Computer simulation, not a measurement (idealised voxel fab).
process module | voxel double patterning
FYI the section here is cut, 170 nm wide, cells are 5 nm squares.
Square cells in a grid make up a cross-section in this document, and the grid is given as bands, listed from the top down, each one or more rows of cells. Band: top and bottom heights (nm) first, top before bottom; then materials from left to right, widths in nm. "everywhere" marks a sole material filling the band edge to edge. "air" denotes empty space. Heights are reckoned from 0. Under this level, the received wafer is all of one material. The bottommost band is open-ended downward, for example "z 0 and below". The two numbers in a width such as "30..40" mark its ends across the band: the first belongs to the top row of cells, the second to the bottom row, and from each row to the next the width moves by the same amount. The designation "no modification", where it is given for a processing step, indicates that no cell of the cross-section was altered in the course of that step. Voids not open to the top, 8 cells minimum: see "Entrapped voids". Written width x height at distance; distance is from the left edge; nm. Read whatever lies past the settings on a step's line as the simulator's own remark about the step. When a step includes a mask, the "overlay nm" setting on its line states how far to the right of its planned place that mask lay, and negative values state how far to the left.
## Intended process steps
1,RECEIVE with material Si
2,CONFORMAL_DEP with material SiN, thk nm 5
3,DIRECTIONAL_DEP with material SiO2, thk nm 10
4,DIRECTIONAL_DEP with material SiCN, thk nm 5
5,DIRECTIONAL_DEP with material aC, thk nm 10
6,PATTERN with tone open, mask id FIRST, material resist, width nm 15, pitch nm 50, thk nm 30, overlay nm 0
7,DIRECTIONAL_ETCH with etch materials aC, depth nm 10
8,STRIP with etch materials resist
9,DIRECTIONAL_ETCH with etch materials SiCN, depth nm 5
10,STRIP with etch materials aC
11,PATTERN with tone open, mask id SECOND, material resist, width nm 15, pitch nm 50, thk nm 20, overlay nm 0
12,DIRECTIONAL_ETCH with etch materials SiCN, depth nm 5
13,STRIP with etch materials resist
14,DIRECTIONAL_ETCH with etch materials SiO2, depth nm 10
15,STRIP with etch materials SiCN
## Cross-section, incoming material, after step 1
z 0 and below: Si everywhere
Entrapped voids: none
## The cross-section shown corresponds to the wafer at the conclusion of the module. The initial structure and the process plan are those presented above; however, one mistake occurred in executing the plan
z 15 to 5: air 50 / SiO2 15 / air 35 / SiO2 15 / air 55
z 5 to 0: SiN everywhere
z 0 and below: Si everywhere
Entrapped voids: none
what went wrong: step 11 deviated from plan and actually ran as PATTERN with tone cover, mask id SECOND, material resist, width nm 15, pitch nm 50, thk nm 20, overlay nm 0
